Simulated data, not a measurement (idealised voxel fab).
Process module heading - voxel wiring stack
For reference, the cross-section in this document is cut, with width 195 nm and square cells of 5 nm.
Cross-section, as written here: a square-cell grid given band by band from the top down, where a band holds one or more rows of cells. Quick guide to a band line: top height, bottom height (nm) up front; then every material left to right with its width in nm. Only one material and it's marked "throughout"? Then it fills the band edge to edge. And "empty" just means empty space. All heights in this document are referenced to 0, defined as the level beneath which the wafer, as received, consists entirely of one material. The lowest band is not bounded below; it extends indefinitely downward and is written in the form "0 and below". A width such as "30->40" changes by the same amount from each row of cells to the next, from the band's top row to its bottom row. It should be understood that the words "remained the same", when stated for a given step, signify that the cross-section underwent no change in any of its cells during that step. Entry "Trapped void list". Content: empty spaces with no open connection to the top, size 8 cells or greater. Each: width x height at distance. Distance: from left edge. Unit: nm. What comes after the settings on a step's line is commentary from the simulator itself on that step. The line of a step may include "overlay nm". On a step with a mask, this value is how far to the right of its planned place the mask lay. A negative value means the mask lay to the left.
Below is the list of planned process steps
- 1: RECEIVE | material Si
- 2: CONFORMAL_DEP | material SiO2 | thk nm 10
- 3: CONFORMAL_DEP | material SiN | thk nm 5
- 4: DIRECTIONAL_DEP | material SiO2 | thk nm 15
- 5: DIRECTIONAL_DEP | material aC | thk nm 15
- 6: PATTERN | tone open | mask id METAL_1 | material resist | width nm 25 | pitch nm 40 | thk nm 35 | overlay nm 0
- 7: DIRECTIONAL_ETCH | etch materials aC | depth nm 15
- 8: STRIP | etch materials resist
- 9: DIRECTIONAL_ETCH | etch materials SiO2 | depth nm 15
- 10: DIRECTIONAL_ETCH | etch materials SiN | depth nm 5
- 11: STRIP | etch materials aC
- 12: CONFORMAL_DEP | material TiN | thk nm 5
- 13: FILL_DEP | material W | thk nm 10
- 14: CMP | height nm 30
- 15: EPI | material Ru | thk nm 5
- 16: FILL_DEP | material SiCN | thk nm 5
- 17: DIRECTIONAL_DEP | material lowk | thk nm 15
- 18: DIRECTIONAL_DEP | material aC | thk nm 10
- 19: PATTERN | tone open | mask id PLUG_1 | material resist | width nm 15 | pitch nm 40 | thk nm 30 | overlay nm 0
- 20: DIRECTIONAL_ETCH | etch materials aC | depth nm 10
- 21: STRIP | etch materials resist
- 22: DIRECTIONAL_ETCH | etch materials lowk | depth nm 15
- 23: DIRECTIONAL_ETCH | etch materials SiCN | depth nm 5
- 24: STRIP | etch materials aC
- 25: CONFORMAL_DEP | material TiN | thk nm 5
- 26: FILL_DEP | material W | thk nm 10
- 27: CMP | height nm 55
- 28: CONFORMAL_DEP | material SiN | thk nm 5
- 29: DIRECTIONAL_DEP | material SiO2 | thk nm 20
- 30: MASKED_ETCH | tone open | mask id METAL_2 | width nm 25 | pitch nm 40 | etch materials SiO2 | depth nm 20 | overlay nm 0
- 31: MASKED_ETCH | tone open | mask id METAL_2 | width nm 25 | pitch nm 40 | etch materials SiN | depth nm 5 | overlay nm 0
- 32: CONFORMAL_DEP | material TiN | thk nm 5
- 33: FILL_DEP | material Cu | thk nm 5
- 34: CMP | height nm 80
- 35: CONFORMAL_DEP | material SiCN | thk nm 5
- 36: DIRECTIONAL_DEP | material SiO2 | thk nm 20
- 37: DIRECTIONAL_DEP | material aC | thk nm 15
- 38: PATTERN | tone open | mask id PLUG_2 | material resist | width nm 15 | pitch nm 40 | thk nm 30 | overlay nm 0
- 39: DIRECTIONAL_ETCH | etch materials aC | depth nm 15
- 40: STRIP | etch materials resist
- 41: DIRECTIONAL_ETCH | etch materials SiO2 | depth nm 20
- 42: DIRECTIONAL_ETCH | etch materials SiCN | depth nm 5
- 43: STRIP | etch materials aC
- 44: CONFORMAL_DEP | material TiN | thk nm 5
- 45: FILL_DEP | material W | thk nm 10
- 46: CMP | height nm 105
- 47: DIRECTIONAL_DEP | material TiN | thk nm 5
- 48: DIRECTIONAL_DEP | material W | thk nm 25
- 49: PATTERN | tone cover | mask id METAL_3 | material resist | width nm 25 | pitch nm 40 | thk nm 20 | overlay nm 0
- 50: DIRECTIONAL_ETCH | etch materials W | depth nm 25
- 51: DIRECTIONAL_ETCH | etch materials TiN | depth nm 5
- 52: STRIP | etch materials resist
- 53: FILL_DEP | material lowk | thk nm 5
- 54: CMP | height nm 135
- 55: CONFORMAL_DEP | material SiN | thk nm 5
Below: the first of two wafers, run as planned
Here's what the wafer looked like in cross-section when it arrived - that's after step 1
  0 and below | Si throughout
  Trapped void list: none
You're looking at a cross-section of the wafer after step 2
  10 down to 0 | SiO2 throughout
  At heights below 0, the structure remains unaltered.
You're looking at a cross-section of the wafer after step 3
  15 down to 10 | SiN throughout
  At heights below 10, the structure remains unaltered.
You're looking at a cross-section of the wafer after step 4
  30 down to 15 | SiO2 throughout
  At heights below 15, the structure remains unaltered.
You're looking at a cross-section of the wafer after step 5
  45 down to 30 | aC throughout
  At heights below 30, the structure remains unaltered.
You're looking at a cross-section of the wafer after step 6
  80 down to 45 | resist 45 nm | empty 25 nm | resist 15 nm | empty 25 nm | resist 15 nm | empty 25 nm | resist 45 nm
  At heights below 45, the structure remains unaltered.
You're looking at a cross-section of the wafer after step 7
  65 down to 45 | resist 45 nm | empty 25 nm | resist 15 nm | empty 25 nm | resist 15 nm | empty 25 nm | resist 45 nm
  45 down to 30 | aC 45 nm | empty 25 nm | aC 15 nm | empty 25 nm | aC 15 nm | empty 25 nm | aC 45 nm
  At heights below 30, the structure remains unaltered.
You're looking at a cross-section of the wafer after step 8
  45 down to 30 | aC 45 nm | empty 25 nm | aC 15 nm | empty 25 nm | aC 15 nm | empty 25 nm | aC 45 nm
  At heights below 30, the structure remains unaltered.
You're looking at a cross-section of the wafer after step 9
  45 down to 30 | aC 45 nm | empty 25 nm | aC 15 nm | empty 25 nm | aC 15 nm | empty 25 nm | aC 45 nm
  30 down to 15 | SiO2 45 nm | empty 25 nm | SiO2 15 nm | empty 25 nm | SiO2 15 nm | empty 25 nm | SiO2 45 nm
  At heights below 15, the structure remains unaltered.
You're looking at a cross-section of the wafer after step 10
  45 down to 30 | aC 45 nm | empty 25 nm | aC 15 nm | empty 25 nm | aC 15 nm | empty 25 nm | aC 45 nm
  30 down to 15 | SiO2 45 nm | empty 25 nm | SiO2 15 nm | empty 25 nm | SiO2 15 nm | empty 25 nm | SiO2 45 nm
  15 down to 10 | SiN 45 nm | empty 25 nm | SiN 15 nm | empty 25 nm | SiN 15 nm | empty 25 nm | SiN 45 nm
  At heights below 10, the structure remains unaltered.
You're looking at a cross-section of the wafer after step 11
  30 down to 15 | SiO2 45 nm | empty 25 nm | SiO2 15 nm | empty 25 nm | SiO2 15 nm | empty 25 nm | SiO2 45 nm
  At heights below 15, the structure remains unaltered.
You're looking at a cross-section of the wafer after step 12
  35 down to 30 | TiN 50 nm | empty 15 nm | TiN 25 nm | empty 15 nm | TiN 25 nm | empty 15 nm | TiN 50 nm
  30 down to 15 | SiO2 45 nm | TiN 5 nm | empty 15 nm | TiN 5 nm | SiO2 15 nm | TiN 5 nm | empty 15 nm | TiN 5 nm | SiO2 15 nm | TiN 5 nm | empty 15 nm | TiN 5 nm | SiO2 45 nm
  15 down to 10 | SiN 45 nm | TiN 25 nm | SiN 15 nm | TiN 25 nm | SiN 15 nm | TiN 25 nm | SiN 45 nm
  At heights below 10, the structure remains unaltered.
You're looking at a cross-section of the wafer after step 13
  45 down to 35 | W throughout
  35 down to 30 | TiN 50 nm | W 15 nm | TiN 25 nm | W 15 nm | TiN 25 nm | W 15 nm | TiN 50 nm
  30 down to 15 | SiO2 45 nm | TiN 5 nm | W 15 nm | TiN 5 nm | SiO2 15 nm | TiN 5 nm | W 15 nm | TiN 5 nm | SiO2 15 nm | TiN 5 nm | W 15 nm | TiN 5 nm | SiO2 45 nm
  At heights below 15, the structure remains unaltered.
You're looking at a cross-section of the wafer after step 14
  30 down to 15 | SiO2 45 nm | TiN 5 nm | W 15 nm | TiN 5 nm | SiO2 15 nm | TiN 5 nm | W 15 nm | TiN 5 nm | SiO2 15 nm | TiN 5 nm | W 15 nm | TiN 5 nm | SiO2 45 nm
  At heights below 15, the structure remains unaltered.
You're looking at a cross-section of the wafer after step 15
  35 down to 30 | empty 40 nm | Ru 35 nm | empty 5 nm | Ru 35 nm | empty 5 nm | Ru 35 nm | empty 40 nm
  At heights below 30, the structure remains unaltered.
You're looking at a cross-section of the wafer after step 16
  40 down to 35 | SiCN throughout
  35 down to 30 | SiCN 40 nm | Ru 35 nm | SiCN 5 nm | Ru 35 nm | SiCN 5 nm | Ru 35 nm | SiCN 40 nm
  At heights below 30, the structure remains unaltered.
You're looking at a cross-section of the wafer after step 17
  55 down to 40 | lowk throughout
  At heights below 40, the structure remains unaltered.
You're looking at a cross-section of the wafer after step 18
  65 down to 55 | aC throughout
  At heights below 55, the structure remains unaltered.
You're looking at a cross-section of the wafer after step 19
  95 down to 65 | resist 45 nm | empty 15 nm | resist 25 nm | empty 15 nm | resist 25 nm | empty 15 nm | resist 55 nm
  At heights below 65, the structure remains unaltered.
You're looking at a cross-section of the wafer after step 20
  85 down to 65 | resist 45 nm | empty 15 nm | resist 25 nm | empty 15 nm | resist 25 nm | empty 15 nm | resist 55 nm
  65 down to 55 | aC 45 nm | empty 15 nm | aC 25 nm | empty 15 nm | aC 25 nm | empty 15 nm | aC 55 nm
  At heights below 55, the structure remains unaltered.
You're looking at a cross-section of the wafer after step 21
  65 down to 55 | aC 45 nm | empty 15 nm | aC 25 nm | empty 15 nm | aC 25 nm | empty 15 nm | aC 55 nm
  At heights below 55, the structure remains unaltered.
You're looking at a cross-section of the wafer after step 22
  65 down to 55 | aC 45 nm | empty 15 nm | aC 25 nm | empty 15 nm | aC 25 nm | empty 15 nm | aC 55 nm
  55 down to 40 | lowk 45 nm | empty 15 nm | lowk 25 nm | empty 15 nm | lowk 25 nm | empty 15 nm | lowk 55 nm
  At heights below 40, the structure remains unaltered.
You're looking at a cross-section of the wafer after step 23
  65 down to 55 | aC 45 nm | empty 15 nm | aC 25 nm | empty 15 nm | aC 25 nm | empty 15 nm | aC 55 nm
  55 down to 40 | lowk 45 nm | empty 15 nm | lowk 25 nm | empty 15 nm | lowk 25 nm | empty 15 nm | lowk 55 nm
  40 down to 35 | SiCN 45 nm | empty 15 nm | SiCN 25 nm | empty 15 nm | SiCN 25 nm | empty 15 nm | SiCN 55 nm
  At heights below 35, the structure remains unaltered.
You're looking at a cross-section of the wafer after step 24
  55 down to 40 | lowk 45 nm | empty 15 nm | lowk 25 nm | empty 15 nm | lowk 25 nm | empty 15 nm | lowk 55 nm
  At heights below 40, the structure remains unaltered.
You're looking at a cross-section of the wafer after step 25
  60 down to 55 | TiN 50 nm | empty 5 nm | TiN 35 nm | empty 5 nm | TiN 35 nm | empty 5 nm | TiN 60 nm
  55 down to 40 | lowk 45 nm | TiN 5 nm | empty 5 nm | TiN 5 nm | lowk 25 nm | TiN 5 nm | empty 5 nm | TiN 5 nm | lowk 25 nm | TiN 5 nm | empty 5 nm | TiN 5 nm | lowk 55 nm
  40 down to 35 | SiCN 45 nm | TiN 15 nm | SiCN 25 nm | TiN 15 nm | SiCN 25 nm | TiN 15 nm | SiCN 55 nm
  At heights below 35, the structure remains unaltered.
You're looking at a cross-section of the wafer after step 26
  70 down to 60 | W throughout
  60 down to 55 | TiN 50 nm | W 5 nm | TiN 35 nm | W 5 nm | TiN 35 nm | W 5 nm | TiN 60 nm
  55 down to 40 | lowk 45 nm | TiN 5 nm | W 5 nm | TiN 5 nm | lowk 25 nm | TiN 5 nm | W 5 nm | TiN 5 nm | lowk 25 nm | TiN 5 nm | W 5 nm | TiN 5 nm | lowk 55 nm
  At heights below 40, the structure remains unaltered.
You're looking at a cross-section of the wafer after step 27
  55 down to 40 | lowk 45 nm | TiN 5 nm | W 5 nm | TiN 5 nm | lowk 25 nm | TiN 5 nm | W 5 nm | TiN 5 nm | lowk 25 nm | TiN 5 nm | W 5 nm | TiN 5 nm | lowk 55 nm
  At heights below 40, the structure remains unaltered.
You're looking at a cross-section of the wafer after step 28
  60 down to 55 | SiN throughout
  At heights below 55, the structure remains unaltered.
You're looking at a cross-section of the wafer after step 29
  80 down to 60 | SiO2 throughout
  At heights below 60, the structure remains unaltered.
You're looking at a cross-section of the wafer after step 30
  80 down to 60 | SiO2 45 nm | empty 25 nm | SiO2 15 nm | empty 25 nm | SiO2 15 nm | empty 25 nm | SiO2 45 nm
  At heights below 60, the structure remains unaltered.
You're looking at a cross-section of the wafer after step 31
  80 down to 60 | SiO2 45 nm | empty 25 nm | SiO2 15 nm | empty 25 nm | SiO2 15 nm | empty 25 nm | SiO2 45 nm
  60 down to 55 | SiN 45 nm | empty 25 nm | SiN 15 nm | empty 25 nm | SiN 15 nm | empty 25 nm | SiN 45 nm
  At heights below 55, the structure remains unaltered.
You're looking at a cross-section of the wafer after step 32
  85 down to 80 | TiN 50 nm | empty 15 nm | TiN 25 nm | empty 15 nm | TiN 25 nm | empty 15 nm | TiN 50 nm
  80 down to 60 | SiO2 45 nm | TiN 5 nm | empty 15 nm | TiN 5 nm | SiO2 15 nm | TiN 5 nm | empty 15 nm | TiN 5 nm | SiO2 15 nm | TiN 5 nm | empty 15 nm | TiN 5 nm | SiO2 45 nm
  60 down to 55 | SiN 45 nm | TiN 25 nm | SiN 15 nm | TiN 25 nm | SiN 15 nm | TiN 25 nm | SiN 45 nm
  At heights below 55, the structure remains unaltered.
You're looking at a cross-section of the wafer after step 33
  90 down to 85 | Cu throughout
  85 down to 80 | TiN 50 nm | Cu 15 nm | TiN 25 nm | Cu 15 nm | TiN 25 nm | Cu 15 nm | TiN 50 nm
  80 down to 60 | SiO2 45 nm | TiN 5 nm | Cu 15 nm | TiN 5 nm | SiO2 15 nm | TiN 5 nm | Cu 15 nm | TiN 5 nm | SiO2 15 nm | TiN 5 nm | Cu 15 nm | TiN 5 nm | SiO2 45 nm
  At heights below 60, the structure remains unaltered.
You're looking at a cross-section of the wafer after step 34
  80 down to 60 | SiO2 45 nm | TiN 5 nm | Cu 15 nm | TiN 5 nm | SiO2 15 nm | TiN 5 nm | Cu 15 nm | TiN 5 nm | SiO2 15 nm | TiN 5 nm | Cu 15 nm | TiN 5 nm | SiO2 45 nm
  At heights below 60, the structure remains unaltered.
You're looking at a cross-section of the wafer after step 35
  85 down to 80 | SiCN throughout
  At heights below 80, the structure remains unaltered.
You're looking at a cross-section of the wafer after step 36
  105 down to 85 | SiO2 throughout
  At heights below 85, the structure remains unaltered.
You're looking at a cross-section of the wafer after step 37
  120 down to 105 | aC throughout
  At heights below 105, the structure remains unaltered.
You're looking at a cross-section of the wafer after step 38
  150 down to 120 | resist 45 nm | empty 15 nm | resist 25 nm | empty 15 nm | resist 25 nm | empty 15 nm | resist 55 nm
  At heights below 120, the structure remains unaltered.
You're looking at a cross-section of the wafer after step 39
  135 down to 120 | resist 45 nm | empty 15 nm | resist 25 nm | empty 15 nm | resist 25 nm | empty 15 nm | resist 55 nm
  120 down to 105 | aC 45 nm | empty 15 nm | aC 25 nm | empty 15 nm | aC 25 nm | empty 15 nm | aC 55 nm
  At heights below 105, the structure remains unaltered.
You're looking at a cross-section of the wafer after step 40
  120 down to 105 | aC 45 nm | empty 15 nm | aC 25 nm | empty 15 nm | aC 25 nm | empty 15 nm | aC 55 nm
  At heights below 105, the structure remains unaltered.
You're looking at a cross-section of the wafer after step 41
  120 down to 105 | aC 45 nm | empty 15 nm | aC 25 nm | empty 15 nm | aC 25 nm | empty 15 nm | aC 55 nm
  105 down to 85 | SiO2 45 nm | empty 15 nm | SiO2 25 nm | empty 15 nm | SiO2 25 nm | empty 15 nm | SiO2 55 nm
  At heights below 85, the structure remains unaltered.
You're looking at a cross-section of the wafer after step 42
  120 down to 105 | aC 45 nm | empty 15 nm | aC 25 nm | empty 15 nm | aC 25 nm | empty 15 nm | aC 55 nm
  105 down to 85 | SiO2 45 nm | empty 15 nm | SiO2 25 nm | empty 15 nm | SiO2 25 nm | empty 15 nm | SiO2 55 nm
  85 down to 80 | SiCN 45 nm | empty 15 nm | SiCN 25 nm | empty 15 nm | SiCN 25 nm | empty 15 nm | SiCN 55 nm
  At heights below 80, the structure remains unaltered.
You're looking at a cross-section of the wafer after step 43
  105 down to 85 | SiO2 45 nm | empty 15 nm | SiO2 25 nm | empty 15 nm | SiO2 25 nm | empty 15 nm | SiO2 55 nm
  At heights below 85, the structure remains unaltered.
You're looking at a cross-section of the wafer after step 44
  110 down to 105 | TiN 50 nm | empty 5 nm | TiN 35 nm | empty 5 nm | TiN 35 nm | empty 5 nm | TiN 60 nm
  105 down to 85 | SiO2 45 nm | TiN 5 nm | empty 5 nm | TiN 5 nm | SiO2 25 nm | TiN 5 nm | empty 5 nm | TiN 5 nm | SiO2 25 nm | TiN 5 nm | empty 5 nm | TiN 5 nm | SiO2 55 nm
  85 down to 80 | SiCN 45 nm | TiN 15 nm | SiCN 25 nm | TiN 15 nm | SiCN 25 nm | TiN 15 nm | SiCN 55 nm
  At heights below 80, the structure remains unaltered.
You're looking at a cross-section of the wafer after step 45
  120 down to 110 | W throughout
  110 down to 105 | TiN 50 nm | W 5 nm | TiN 35 nm | W 5 nm | TiN 35 nm | W 5 nm | TiN 60 nm
  105 down to 85 | SiO2 45 nm | TiN 5 nm | W 5 nm | TiN 5 nm | SiO2 25 nm | TiN 5 nm | W 5 nm | TiN 5 nm | SiO2 25 nm | TiN 5 nm | W 5 nm | TiN 5 nm | SiO2 55 nm
  At heights below 85, the structure remains unaltered.
You're looking at a cross-section of the wafer after step 46
  105 down to 85 | SiO2 45 nm | TiN 5 nm | W 5 nm | TiN 5 nm | SiO2 25 nm | TiN 5 nm | W 5 nm | TiN 5 nm | SiO2 25 nm | TiN 5 nm | W 5 nm | TiN 5 nm | SiO2 55 nm
  At heights below 85, the structure remains unaltered.
You're looking at a cross-section of the wafer after step 47
  110 down to 105 | TiN throughout
  At heights below 105, the structure remains unaltered.
You're looking at a cross-section of the wafer after step 48
  135 down to 110 | W throughout
  At heights below 110, the structure remains unaltered.
You're looking at a cross-section of the wafer after step 49
  155 down to 135 | empty 45 nm | resist 25 nm | empty 15 nm | resist 25 nm | empty 15 nm | resist 25 nm | empty 45 nm
  At heights below 135, the structure remains unaltered.
You're looking at a cross-section of the wafer after step 50
  155 down to 135 | empty 45 nm | resist 25 nm | empty 15 nm | resist 25 nm | empty 15 nm | resist 25 nm | empty 45 nm
  135 down to 110 | empty 45 nm | W 25 nm | empty 15 nm | W 25 nm | empty 15 nm | W 25 nm | empty 45 nm
  At heights below 110, the structure remains unaltered.
You're looking at a cross-section of the wafer after step 51
  155 down to 135 | empty 45 nm | resist 25 nm | empty 15 nm | resist 25 nm | empty 15 nm | resist 25 nm | empty 45 nm
  135 down to 110 | empty 45 nm | W 25 nm | empty 15 nm | W 25 nm | empty 15 nm | W 25 nm | empty 45 nm
  110 down to 105 | empty 45 nm | TiN 25 nm | empty 15 nm | TiN 25 nm | empty 15 nm | TiN 25 nm | empty 45 nm
  At heights below 105, the structure remains unaltered.
You're looking at a cross-section of the wafer after step 52
  135 down to 110 | empty 45 nm | W 25 nm | empty 15 nm | W 25 nm | empty 15 nm | W 25 nm | empty 45 nm
  At heights below 110, the structure remains unaltered.
You're looking at a cross-section of the wafer after step 53
  140 down to 135 | lowk throughout
  135 down to 110 | lowk 45 nm | W 25 nm | lowk 15 nm | W 25 nm | lowk 15 nm | W 25 nm | lowk 45 nm
  110 down to 105 | lowk 45 nm | TiN 25 nm | lowk 15 nm | TiN 25 nm | lowk 15 nm | TiN 25 nm | lowk 45 nm
  At heights below 105, the structure remains unaltered.
You're looking at a cross-section of the wafer after step 54
  135 down to 110 | lowk 45 nm | W 25 nm | lowk 15 nm | W 25 nm | lowk 15 nm | W 25 nm | lowk 45 nm
  At heights below 110, the structure remains unaltered.
You're looking at a cross-section of the wafer after step 55
  140 down to 135 | SiN throughout
  At heights below 135, the structure remains unaltered.
Second wafer. Start and plan as for the first. One mistake made in running. Agrees with the first up to and including step 26
Second wafer, cut view, end of step 27 per plan: remained the same
Second wafer, cut view, end of step 28 per plan
  75 down to 70 | SiN throughout
  At heights below 70, the structure remains unaltered.
Second wafer, cut view, end of step 29 per plan
  95 down to 75 | SiO2 throughout
  At heights below 75, the structure remains unaltered.
Second wafer, cut view, end of step 30 per plan
  95 down to 75 | SiO2 45 nm | empty 25 nm | SiO2 15 nm | empty 25 nm | SiO2 15 nm | empty 25 nm | SiO2 45 nm
  At heights below 75, the structure remains unaltered.
Second wafer, cut view, end of step 31 per plan
  95 down to 75 | SiO2 45 nm | empty 25 nm | SiO2 15 nm | empty 25 nm | SiO2 15 nm | empty 25 nm | SiO2 45 nm
  75 down to 70 | SiN 45 nm | empty 25 nm | SiN 15 nm | empty 25 nm | SiN 15 nm | empty 25 nm | SiN 45 nm
  At heights below 70, the structure remains unaltered.
Second wafer, cut view, end of step 32 per plan
  100 down to 95 | TiN 50 nm | empty 15 nm | TiN 25 nm | empty 15 nm | TiN 25 nm | empty 15 nm | TiN 50 nm
  95 down to 75 | SiO2 45 nm | TiN 5 nm | empty 15 nm | TiN 5 nm | SiO2 15 nm | TiN 5 nm | empty 15 nm | TiN 5 nm | SiO2 15 nm | TiN 5 nm | empty 15 nm | TiN 5 nm | SiO2 45 nm
  75 down to 70 | SiN 45 nm | TiN 25 nm | SiN 15 nm | TiN 25 nm | SiN 15 nm | TiN 25 nm | SiN 45 nm
  At heights below 70, the structure remains unaltered.
Second wafer, cut view, end of step 33 per plan
  105 down to 100 | Cu throughout
  100 down to 95 | TiN 50 nm | Cu 15 nm | TiN 25 nm | Cu 15 nm | TiN 25 nm | Cu 15 nm | TiN 50 nm
  95 down to 75 | SiO2 45 nm | TiN 5 nm | Cu 15 nm | TiN 5 nm | SiO2 15 nm | TiN 5 nm | Cu 15 nm | TiN 5 nm | SiO2 15 nm | TiN 5 nm | Cu 15 nm | TiN 5 nm | SiO2 45 nm
  At heights below 75, the structure remains unaltered.
Second wafer, cut view, end of step 34 per plan
  80 down to 75 | SiO2 45 nm | TiN 5 nm | Cu 15 nm | TiN 5 nm | SiO2 15 nm | TiN 5 nm | Cu 15 nm | TiN 5 nm | SiO2 15 nm | TiN 5 nm | Cu 15 nm | TiN 5 nm | SiO2 45 nm
  At heights below 75, the structure remains unaltered.
Second wafer, cut view, end of step 35 per plan
  85 down to 80 | SiCN throughout
  At heights below 80, the structure remains unaltered.
Second wafer, cut view, end of step 36 per plan
  105 down to 85 | SiO2 throughout
  At heights below 85, the structure remains unaltered.
Second wafer, cut view, end of step 37 per plan
  120 down to 105 | aC throughout
  At heights below 105, the structure remains unaltered.
Second wafer, cut view, end of step 38 per plan
  150 down to 120 | resist 45 nm | empty 15 nm | resist 25 nm | empty 15 nm | resist 25 nm | empty 15 nm | resist 55 nm
  At heights below 120, the structure remains unaltered.
Second wafer, cut view, end of step 39 per plan
  135 down to 120 | resist 45 nm | empty 15 nm | resist 25 nm | empty 15 nm | resist 25 nm | empty 15 nm | resist 55 nm
  120 down to 105 | aC 45 nm | empty 15 nm | aC 25 nm | empty 15 nm | aC 25 nm | empty 15 nm | aC 55 nm
  At heights below 105, the structure remains unaltered.
Second wafer, cut view, end of step 40 per plan
  120 down to 105 | aC 45 nm | empty 15 nm | aC 25 nm | empty 15 nm | aC 25 nm | empty 15 nm | aC 55 nm
  At heights below 105, the structure remains unaltered.
Second wafer, cut view, end of step 41 per plan
  120 down to 105 | aC 45 nm | empty 15 nm | aC 25 nm | empty 15 nm | aC 25 nm | empty 15 nm | aC 55 nm
  105 down to 85 | SiO2 45 nm | empty 15 nm | SiO2 25 nm | empty 15 nm | SiO2 25 nm | empty 15 nm | SiO2 55 nm
  At heights below 85, the structure remains unaltered.
Second wafer, cut view, end of step 42 per plan
  120 down to 105 | aC 45 nm | empty 15 nm | aC 25 nm | empty 15 nm | aC 25 nm | empty 15 nm | aC 55 nm
  105 down to 85 | SiO2 45 nm | empty 15 nm | SiO2 25 nm | empty 15 nm | SiO2 25 nm | empty 15 nm | SiO2 55 nm
  85 down to 80 | SiCN 45 nm | empty 15 nm | SiCN 25 nm | empty 15 nm | SiCN 25 nm | empty 15 nm | SiCN 55 nm
  At heights below 80, the structure remains unaltered.
Second wafer, cut view, end of step 43 per plan
  105 down to 85 | SiO2 45 nm | empty 15 nm | SiO2 25 nm | empty 15 nm | SiO2 25 nm | empty 15 nm | SiO2 55 nm
  At heights below 85, the structure remains unaltered.
Second wafer, cut view, end of step 44 per plan
  110 down to 105 | TiN 50 nm | empty 5 nm | TiN 35 nm | empty 5 nm | TiN 35 nm | empty 5 nm | TiN 60 nm
  105 down to 85 | SiO2 45 nm | TiN 5 nm | empty 5 nm | TiN 5 nm | SiO2 25 nm | TiN 5 nm | empty 5 nm | TiN 5 nm | SiO2 25 nm | TiN 5 nm | empty 5 nm | TiN 5 nm | SiO2 55 nm
  85 down to 80 | SiCN 45 nm | TiN 15 nm | SiCN 25 nm | TiN 15 nm | SiCN 25 nm | TiN 15 nm | SiCN 55 nm
  At heights below 80, the structure remains unaltered.
Second wafer, cut view, end of step 45 per plan
  120 down to 110 | W throughout
  110 down to 105 | TiN 50 nm | W 5 nm | TiN 35 nm | W 5 nm | TiN 35 nm | W 5 nm | TiN 60 nm
  105 down to 85 | SiO2 45 nm | TiN 5 nm | W 5 nm | TiN 5 nm | SiO2 25 nm | TiN 5 nm | W 5 nm | TiN 5 nm | SiO2 25 nm | TiN 5 nm | W 5 nm | TiN 5 nm | SiO2 55 nm
  At heights below 85, the structure remains unaltered.
Second wafer, cut view, end of step 46 per plan
  105 down to 85 | SiO2 45 nm | TiN 5 nm | W 5 nm | TiN 5 nm | SiO2 25 nm | TiN 5 nm | W 5 nm | TiN 5 nm | SiO2 25 nm | TiN 5 nm | W 5 nm | TiN 5 nm | SiO2 55 nm
  At heights below 85, the structure remains unaltered.
Second wafer, cut view, end of step 47 per plan
  110 down to 105 | TiN throughout
  At heights below 105, the structure remains unaltered.
Second wafer, cut view, end of step 48 per plan
  135 down to 110 | W throughout
  At heights below 110, the structure remains unaltered.
Second wafer, cut view, end of step 49 per plan
  155 down to 135 | empty 45 nm | resist 25 nm | empty 15 nm | resist 25 nm | empty 15 nm | resist 25 nm | empty 45 nm
  At heights below 135, the structure remains unaltered.
Second wafer, cut view, end of step 50 per plan
  155 down to 135 | empty 45 nm | resist 25 nm | empty 15 nm | resist 25 nm | empty 15 nm | resist 25 nm | empty 45 nm
  135 down to 110 | empty 45 nm | W 25 nm | empty 15 nm | W 25 nm | empty 15 nm | W 25 nm | empty 45 nm
  At heights below 110, the structure remains unaltered.
Second wafer, cut view, end of step 51 per plan
  155 down to 135 | empty 45 nm | resist 25 nm | empty 15 nm | resist 25 nm | empty 15 nm | resist 25 nm | empty 45 nm
  135 down to 110 | empty 45 nm | W 25 nm | empty 15 nm | W 25 nm | empty 15 nm | W 25 nm | empty 45 nm
  110 down to 105 | empty 45 nm | TiN 25 nm | empty 15 nm | TiN 25 nm | empty 15 nm | TiN 25 nm | empty 45 nm
  At heights below 105, the structure remains unaltered.
Second wafer, cut view, end of step 52 per plan
  135 down to 110 | empty 45 nm | W 25 nm | empty 15 nm | W 25 nm | empty 15 nm | W 25 nm | empty 45 nm
  At heights below 110, the structure remains unaltered.
Second wafer, cut view, end of step 53 per plan
  140 down to 135 | lowk throughout
  135 down to 110 | lowk 45 nm | W 25 nm | lowk 15 nm | W 25 nm | lowk 15 nm | W 25 nm | lowk 45 nm
  110 down to 105 | lowk 45 nm | TiN 25 nm | lowk 15 nm | TiN 25 nm | lowk 15 nm | TiN 25 nm | lowk 45 nm
  At heights below 105, the structure remains unaltered.
Second wafer, cut view, end of step 54 per plan
  135 down to 110 | lowk 45 nm | W 25 nm | lowk 15 nm | W 25 nm | lowk 15 nm | W 25 nm | lowk 45 nm
  At heights below 110, the structure remains unaltered.
Second wafer, cut view, end of step 55 per plan
  140 down to 135 | SiN throughout
  At heights below 135, the structure remains unaltered.
Finding, execution versus plan: step 27 in the plan did not get run; it was skipped
Final tally in cells, some materials are higher or lower on the second wafer than on the first: 27 fewer of Cu, 72 fewer of SiO2, 18 more of TiN, 81 more of W
